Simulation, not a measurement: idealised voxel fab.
A process module follows: voxel released beams.
Each square cell in cross-section cut measures 5 nm, and the section as a whole is 245 nm wide.
Cross-section, as written here: a square-cell grid given band by band from the top down, where a band holds one or more rows of cells. It is stipulated that each band's entry specify, in nanometres, the height of the top of the band and then that of its bottom, followed by the materials of the band in left-to-right sequence, each together with its width in nanometres. A single material marked by the word "all across" is understood to fill the band from edge to edge; the word "blank" is understood to denote empty space. Note: height 0 marks the level under which the wafer is uniformly one material as received. Lowest band unbounded below, written "0..down". A two-number width, for instance "30..40", indicates that the width is equal to the first number in the top row of the band and to the second number in the bottom row, and that it changes by a constant amount per row of cells. The designation "nothing altered", where it is given for a processing step, indicates that no cell of the cross-section was altered in the course of that step. "Sealed internal voids" means: voids of 8 cells or more that are shut off from the top with no open way through. Written width x height at distance, distance from the left edge, in nm. Step line, after settings: the simulator's comment on this step. On any step carrying a mask, the "overlay nm" setting, if present on the step's line, tells how far right of its planned place the mask lay; negative values point to the left.
STEPS IN THE PROCESS PLAN
1,op RECEIVE | material Si
2,op CONFORMAL_DEP | material Al2O3 | thk nm 10
3,op DIRECTIONAL_DEP | material SiO2 | thk nm 15
4,op PATTERN | tone open | mask id ANCHOR | material resist | width nm 35 | thk nm 15 | overlay nm 0
5,op DIRECTIONAL_ETCH | etch materials SiO2 | depth nm 15
6,op STRIP | etch materials resist
7,op CONFORMAL_DEP | material SiN | thk nm 10
8,op PATTERN | tone cover | mask id BEAM | material resist | width nm 95 | thk nm 20 | overlay nm 0
9,op DIRECTIONAL_ETCH | etch materials SiN | depth nm 10
10,op STRIP | etch materials resist
11,op STRIP | etch materials SiO2
BELOW: THE FIRST OF TWO WAFERS, RUN AS PLANNED
CROSS-SECTION OF THE WAFER AT RECEIPT, WHICH IS THE CONDITION AFTER STEP 1
* 0..down  Si all across
* Sealed internal voids: none
STEP 2 DONE - WAFER CROSS-SECTION
* 10..0  Al2O3 all across
* Note: structure below 0 unchanged.
STEP 3 DONE - WAFER CROSS-SECTION
* 25..10  SiO2 all across
* Note: structure below 10 unchanged.
STEP 4 DONE - WAFER CROSS-SECTION
* 40..25  75 nm resist | 35 nm blank | 135 nm resist
* Note: structure below 25 unchanged.
STEP 5 DONE - WAFER CROSS-SECTION
* 40..25  75 nm resist | 35 nm blank | 135 nm resist
* 25..10  75 nm SiO2 | 35 nm blank | 135 nm SiO2
* Note: structure below 10 unchanged.
STEP 6 DONE - WAFER CROSS-SECTION
* 25..10  75 nm SiO2 | 35 nm blank | 135 nm SiO2
* Note: structure below 10 unchanged.
STEP 7 DONE - WAFER CROSS-SECTION
* 35..25  85 nm SiN | 15 nm blank | 145 nm SiN
* 25..20  75 nm SiO2 | 10 nm SiN | 15 nm blank | 10 nm SiN | 135 nm SiO2
* 20..10  75 nm SiO2 | 35 nm SiN | 135 nm SiO2
* Note: structure below 10 unchanged.
STEP 8 DONE - WAFER CROSS-SECTION
* 55..35  70 nm blank | 95 nm resist | 80 nm blank
* 35..25  85 nm SiN | 15 nm resist | 145 nm SiN
* 25..20  75 nm SiO2 | 10 nm SiN | 15 nm resist | 10 nm SiN | 135 nm SiO2
* Note: structure below 20 unchanged.
STEP 9 DONE - WAFER CROSS-SECTION
* 55..35  70 nm blank | 95 nm resist | 80 nm blank
* 35..25  70 nm blank | 15 nm SiN | 15 nm resist | 65 nm SiN | 80 nm blank
* Note: structure below 25 unchanged.
STEP 10 DONE - WAFER CROSS-SECTION
* 35..25  70 nm blank | 15 nm SiN | 15 nm blank | 65 nm SiN | 80 nm blank
* 25..20  75 nm SiO2 | 10 nm SiN | 15 nm blank | 10 nm SiN | 135 nm SiO2
* Note: structure below 20 unchanged.
STEP 11 DONE - WAFER CROSS-SECTION
* 35..25  70 nm blank | 15 nm SiN | 15 nm blank | 65 nm SiN | 80 nm blank
* 25..20  75 nm blank | 10 nm SiN | 15 nm blank | 10 nm SiN | 135 nm blank
* 20..10  75 nm blank | 35 nm SiN | 135 nm blank
* Note: structure below 10 unchanged.
SECOND OF TWO: SAME START, SAME PLAN, ONE RUN ERROR; STEPS UP TO AND INCLUDING 8 MATCH THE FIRST
SECOND WAFER CROSS-SECTION, TAKEN AS OF THE TIME THE PLAN SETS FOR STEP 9 TO BE DONE
* 55..35  70 nm blank | 95 nm resist | 80 nm blank
* 35..30  70 nm blank | 15 nm SiN | 15 nm resist | 65 nm SiN | 80 nm blank
* Note: structure below 30 unchanged.
SECOND WAFER CROSS-SECTION, TAKEN AS OF THE TIME THE PLAN SETS FOR STEP 10 TO BE DONE
* 35..30  70 nm blank | 15 nm SiN | 15 nm blank | 65 nm SiN | 80 nm blank
* 30..25  85 nm SiN | 15 nm blank | 145 nm SiN
* 25..20  75 nm SiO2 | 10 nm SiN | 15 nm blank | 10 nm SiN | 135 nm SiO2
* Note: structure below 20 unchanged.
Second wafer cross-section, taken as of the time the plan sets for step 11 to be done: nothing altered
Short version of what went wrong: step 9 off recipe, ran as op DIRECTIONAL_ETCH | etch materials SiN | depth nm 5
The closing comparison, in cells, has the second wafer with more or fewer of some materials than the first: SiN +30 | SiO2 +126
